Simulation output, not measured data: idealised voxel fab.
A process module follows: voxel transistor to metal.
Each square cell in cross-section cut measures 5 nm, and the section as a whole is 160 nm wide.
The cross-sections in this document take the form of a grid made of square cells. They are written out as bands, in order from top to bottom. Each band consists of one or more rows of cells. Each band's line starts with the height of the band's top and of its bottom, in nm. Then come its materials from left to right, each with its width in nm. One material with "edge to edge" fills the band from edge to edge. "blank" is empty space. Basically, 0 is our baseline, since under it the wafer straight out of the box is all one material. The bottom band has no lower end and keeps on going down, so it looks like "0 down". Width: "30 to 40" (first number = top row, second number = bottom row, same change from row to row of cells). "all unchanged" -> step changed no cross-section cell. Enclosed voids (no open way to top), threshold 8 cells or more, entry "Enclosed voids", notation width x height at distance, distance from left edge, nm. The remark found on a step's line after its settings is issued by the simulator itself and pertains to that step. overlay nm: step with mask; distance mask lay right of planned place; negative value = left of planned place.
**The steps planned for the process are as follows**
step 1: RECEIVE | material Si
step 2: OXIDIZE | depth nm 5
step 3: CONFORMAL_DEP | material SiN | thk nm 10
step 4: DIRECTIONAL_DEP | material aC | thk nm 10
step 5: PATTERN | tone cover | mask id ACTIVE | material resist | width nm 120 | thk nm 25 | overlay nm 0
step 6: DIRECTIONAL_ETCH | etch materials aC | depth nm 10
step 7: STRIP | etch materials resist
step 8: DIRECTIONAL_ETCH | etch materials SiN | depth nm 10
step 9: DIRECTIONAL_ETCH | etch materials SiO2 | depth nm 5
step 10: DIRECTIONAL_ETCH | etch materials Si | depth nm 20
step 11: STRIP | etch materials aC
step 12: OXIDIZE | depth nm 5
step 13: FILL_DEP | material SiO2 | thk nm 5
step 14: CMP | height nm 10
step 15: SELECTIVE_ETCH | etch materials SiO2 | depth nm 5
step 16: STRIP | etch materials SiN
step 17: SELECTIVE_ETCH | etch materials SiO2 | depth nm 5
step 18: OXIDIZE | depth nm 5
step 19: DIRECTIONAL_DEP | material polySi | thk nm 30
step 20: DIRECTIONAL_DEP | material SiCN | thk nm 10
step 21: PATTERN | tone cover | mask id GATE | material resist | width nm 20 | thk nm 15 | overlay nm 0
step 22: DIRECTIONAL_ETCH | etch materials SiCN | depth nm 20
step 23: DIRECTIONAL_ETCH | etch materials polySi | depth nm 40
step 24: STRIP | etch materials resist
step 25: CONFORMAL_DEP | material SiN | thk nm 10
step 26: DIRECTIONAL_ETCH | etch materials SiN | depth nm 10
step 27: DIRECTIONAL_ETCH | etch materials SiO2 | depth nm 5
step 28: EPI | material nSi | thk nm 5
step 29: FILL_DEP | material SiO2 | thk nm 5
step 30: CMP | height nm 35
step 31: DIRECTIONAL_DEP | material SiO2 | thk nm 15
step 32: MASKED_ETCH | tone open | mask id CONTACT | width nm 35 | pitch nm 65 | etch materials SiO2 | depth nm 55 | overlay nm 0
step 33: CONFORMAL_DEP | material TiN | thk nm 5
step 34: FILL_DEP | material Ru | thk nm 10
step 35: CMP | height nm 50
step 36: CONFORMAL_DEP | material SiN | thk nm 5
step 37: DIRECTIONAL_DEP | material SiO2 | thk nm 25
step 38: DIRECTIONAL_DEP | material aC | thk nm 15
step 39: PATTERN | tone open | mask id METAL_1 | material resist | width nm 20 | pitch nm 80 | thk nm 30 | overlay nm 0
step 40: DIRECTIONAL_ETCH | etch materials aC | depth nm 15
step 41: STRIP | etch materials resist
step 42: DIRECTIONAL_ETCH | etch materials SiO2 | depth nm 25
step 43: DIRECTIONAL_ETCH | etch materials SiN | depth nm 5
step 44: STRIP | etch materials aC
step 45: CONFORMAL_DEP | material TiN | thk nm 5
step 46: FILL_DEP | material W | thk nm 5
step 47: CMP | height nm 80
step 48: CONFORMAL_DEP | material SiN | thk nm 5
**Incoming wafer in cross-section (state: after step 1)**
> 0 down | Si edge to edge
> Enclosed voids: none
**Cross-sectional view of the first of the two wafers upon completion of the module, processed in accordance with the plan**
> 85 to 80 | SiN edge to edge
> 80 to 55 | 30 nm SiO2, then 5 nm TiN, then 10 nm W, then 5 nm TiN, then 60 nm SiO2, then 5 nm TiN, then 10 nm W, then 5 nm TiN, then 30 nm SiO2
> 55 to 50 | 30 nm SiN, then 20 nm TiN, then 60 nm SiN, then 20 nm TiN, then 30 nm SiN
> 50 to 40 | 30 nm SiO2, then 5 nm TiN, then 25 nm Ru, then 5 nm TiN, then 30 nm SiO2, then 5 nm TiN, then 25 nm Ru, then 5 nm TiN, then 30 nm SiO2
> 40 to 35 | 30 nm SiO2, then 5 nm TiN, then 20 nm Ru, then 10 nm TiN, then 30 nm SiO2, then 10 nm TiN, then 20 nm Ru, then 5 nm TiN, then 30 nm SiO2
> 35 to 25 | 30 nm SiO2, then 5 nm TiN, then 20 nm Ru, then 5 nm TiN, then 10 nm SiN, then 20 nm SiCN, then 10 nm SiN, then 5 nm TiN, then 20 nm Ru, then 5 nm TiN, then 30 nm SiO2
> 25 to 0 | 30 nm SiO2, then 5 nm TiN, then 20 nm Ru, then 5 nm TiN, then 10 nm SiN, then 20 nm polySi, then 10 nm SiN, then 5 nm TiN, then 20 nm Ru, then 5 nm TiN, then 30 nm SiO2
> 0 to -5 | 15 nm SiO2, then 10 nm SiN, then 5 nm SiO2, then 30 nm TiN, then 10 nm SiN, then 20 nm polySi, then 10 nm SiN, then 30 nm TiN, then 5 nm SiO2, then 10 nm SiN, then 15 nm SiO2
> -5 to -10 | 25 nm SiO2, then 35 nm nSi, then 40 nm SiO2, then 35 nm nSi, then 25 nm SiO2
> -10 to -30 | 25 nm SiO2, then 110 nm Si, then 25 nm SiO2
> -30 down | Si edge to edge
> Enclosed voids: none
**Second wafer cross-section at end of module - shared start and plan with the first, one mistake in the run**
> 85 to 80 | SiN edge to edge
> 80 to 55 | 30 nm SiO2, then 5 nm TiN, then 10 nm W, then 5 nm TiN, then 60 nm SiO2, then 5 nm TiN, then 10 nm W, then 5 nm TiN, then 30 nm SiO2
> 55 to 50 | 30 nm SiN, then 20 nm TiN, then 60 nm SiN, then 20 nm TiN, then 30 nm SiN
> 50 to 40 | 30 nm SiO2, then 5 nm TiN, then 25 nm Ru, then 5 nm TiN, then 30 nm SiO2, then 5 nm TiN, then 25 nm Ru, then 5 nm TiN, then 30 nm SiO2
> 40 to 35 | 30 nm SiO2, then 35 nm TiN, then 30 nm SiO2, then 35 nm TiN, then 30 nm SiO2
> 35 to 30 | SiN edge to edge
> 30 to 25 | 15 nm polySi, then 130 nm SiN, then 15 nm polySi
> 25 to 0 | polySi edge to edge
> 0 to -5 | 15 nm SiO2, then 130 nm polySi, then 15 nm SiO2
> -5 to -10 | SiO2 edge to edge
> -10 to -30 | 25 nm SiO2, then 110 nm Si, then 25 nm SiO2
> -30 down | Si edge to edge
> Enclosed voids: none
It is concluded that the wafer was processed incorrectly with respect to the plan, in that so step 20 ended up running with a different setting than we planned, it ran as DIRECTIONAL_DEP | material SiN | thk nm 10
Final difference in cells, second wafer against first, listed per material as more or fewer: Ru: 64 fewer | SiCN: 8 fewer | SiN: 22 more | SiO2: 72 fewer | TiN: 32 fewer | nSi: 14 fewer | polySi: 168 more
